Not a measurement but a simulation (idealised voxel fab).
process module | voxel lift off
cross-section cut | 210 nm wide | cells 5 nm
A cross-section is a grid of square cells, given in bands from the top down. A band is one or more rows of cells.
Each band's line starts with the height of the band's top and of its bottom, in nm. Then come its materials from left to right, each with its width in nm. One material with "throughout" fills the band from edge to edge. "air" is empty space.
Height 0 is the level under which the wafer as received is all one material. The lowest band goes on downwards, as in "0 down".
A width such as "30 to 40" changes by the same amount from each row of cells to the next, from the band's top row to its bottom row.
"no change" after a step means that no cell of the cross-section changed.
closed voids: empty space of 8 cells or more with no open way to the top, each as width x height at its distance from the left edge, in nm
after a step's settings: what the simulator itself notes on the step
overlay nm, on a step with a mask: how far to the right of its planned place the mask lay; to the left if negative
plan
1 op RECEIVE | material Si
2 op CONFORMAL_DEP | material Al2O3 | thk nm 15
3 op PATTERN | tone open | mask id LINES | material resist | width nm 30 | pitch nm 50 | thk nm 30 | overlay nm 0
4 op DIRECTIONAL_DEP | material Ru | thk nm 15
5 op STRIP | etch materials resist
6 op CONFORMAL_DEP | material SiO2 | thk nm 10
as received, after step 1
  0 down: Si throughout
  closed voids: none
first wafer at the end, as planned
  40 to 30: air 30 | SiO2 150 | air 30
  30 to 25: air 30 | SiO2 10 | Ru 30 | SiO2 20 | Ru 30 | SiO2 20 | Ru 30 | SiO2 10 | air 30
  25 to 15: SiO2 40 | Ru 30 | SiO2 20 | Ru 30 | SiO2 20 | Ru 30 | SiO2 40
  15 to 0: Al2O3 throughout
  0 down: Si throughout
  closed voids: none
second wafer at the end: like start, like plan, one mistake
  40 to 30: air 25 | SiO2 150 | air 35
  30 to 25: air 25 | SiO2 10 | Ru 30 | SiO2 20 | Ru 30 | SiO2 20 | Ru 30 | SiO2 10 | air 35
  25 to 15: SiO2 35 | Ru 30 | SiO2 20 | Ru 30 | SiO2 20 | Ru 30 | SiO2 45
  15 to 0: Al2O3 throughout
  0 down: Si throughout
  closed voids: none
what went wrong: step 3 ran as: op PATTERN | tone open | mask id LINES | material resist | width nm 30 | pitch nm 50 | thk nm 30 | overlay nm -5
at the end the second wafer has, in cells: as many of each material as the first, in other places
